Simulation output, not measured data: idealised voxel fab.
Process module in this document: voxel tone inversion
Each square cell in cross-section cut measures 5 nm, and the section as a whole is 300 nm wide.
Throughout this document, each cross-section is represented as a grid of square cells and is presented as a sequence of bands enumerated from the top downward, where a band comprises one or more rows of cells. Within each band entry, the heights of the top and of the bottom of the band appear first, in that order and in nm; the materials of the band then follow from left to right, each with its corresponding width in nm. The designation "edge to edge" on a single material indicates that it fills the band from edge to edge; the designation "air" indicates empty space. Heights are expressed relative to 0, this being the level below which the as-received wafer comprises one material exclusively. The lowest band is unbounded in the downward direction and is denoted as in "z 0 and below". The expression "30 to 40" gives the width at the extremes of the band, the first number at its top row of cells and the second at its bottom row, with the width changing by equal amounts from each row to the next in between. Take "stayed the same" at face value: in the step it is given for, the cross-section changed in none of its cells. The label "Closed void roster" introduces a list of the empty spaces, 8 cells or larger, that have no open way up to the top; each entry in it reads width x height at distance, where the distance is taken from the left edge and all three are stated in nm. Read whatever lies past the settings on a step's line as the simulator's own remark about the step. Each step line may optionally specify "overlay nm", which for a step with a mask gives the rightward distance between the mask's planned place and where it lay, a negative value indicating the leftward direction.
## Below is the list of planned process steps
step 1: RECEIVE with material Si
step 2: CONFORMAL_DEP with material SiCN, thk nm 10
step 3: DIRECTIONAL_DEP with material polySi, thk nm 15
step 4: PATTERN with tone cover, mask id POSTS, material resist, width nm 20, pitch nm 35, thk nm 20, overlay nm 0
step 5: DIRECTIONAL_ETCH with etch materials polySi, depth nm 15
step 6: STRIP with etch materials resist
step 7: FILL_DEP with material lowk, thk nm 5
step 8: CMP with height nm 25
step 9: STRIP with etch materials polySi
## First of two wafers, with the run carried out as planned
## Cross-section of the wafer at receipt, which is the condition after step 1
    z 0 and below  Si edge to edge
    Closed void roster: none
## after step 2
    z 10 to 0  SiCN edge to edge
    No changes below 0.
## after step 3
    z 25 to 10  polySi edge to edge
    No changes below 10.
## after step 4
    z 45 to 25  85 of air, then 20 of resist, then 15 of air, then 20 of resist, then 15 of air, then 20 of resist, then 15 of air, then 20 of resist, then 90 of air
    No changes below 25.
## after step 5
    z 45 to 25  85 of air, then 20 of resist, then 15 of air, then 20 of resist, then 15 of air, then 20 of resist, then 15 of air, then 20 of resist, then 90 of air
    z 25 to 10  85 of air, then 20 of polySi, then 15 of air, then 20 of polySi, then 15 of air, then 20 of polySi, then 15 of air, then 20 of polySi, then 90 of air
    No changes below 10.
## after step 6
    z 25 to 10  85 of air, then 20 of polySi, then 15 of air, then 20 of polySi, then 15 of air, then 20 of polySi, then 15 of air, then 20 of polySi, then 90 of air
    No changes below 10.
## after step 7
    z 30 to 25  lowk edge to edge
    z 25 to 10  85 of lowk, then 20 of polySi, then 15 of lowk, then 20 of polySi, then 15 of lowk, then 20 of polySi, then 15 of lowk, then 20 of polySi, then 90 of lowk
    No changes below 10.
## after step 8
    z 25 to 10  85 of lowk, then 20 of polySi, then 15 of lowk, then 20 of polySi, then 15 of lowk, then 20 of polySi, then 15 of lowk, then 20 of polySi, then 90 of lowk
    No changes below 10.
## after step 9
    z 25 to 10  85 of lowk, then 20 of air, then 15 of lowk, then 20 of air, then 15 of lowk, then 20 of air, then 15 of lowk, then 20 of air, then 90 of lowk
    No changes below 10.
## Here the second wafer is described. Its start and its plan were those of the first wafer. Its run contained one mistake. Up to and including step 7, it did exactly what the first wafer did
## Second wafer, cut view, end of step 8 per plan
    z 15 to 10  85 of lowk, then 20 of polySi, then 15 of lowk, then 20 of polySi, then 15 of lowk, then 20 of polySi, then 15 of lowk, then 20 of polySi, then 90 of lowk
    No changes below 10.
## Second wafer, cut view, end of step 9 per plan
    z 15 to 10  85 of lowk, then 20 of air, then 15 of lowk, then 20 of air, then 15 of lowk, then 20 of air, then 15 of lowk, then 20 of air, then 90 of lowk
    No changes below 10.
Finding, execution versus plan: step 8 ran as: CMP with height nm 15
Looking at both finished wafers in cells, the second ends up ahead of or behind the first on some materials: lowk -88
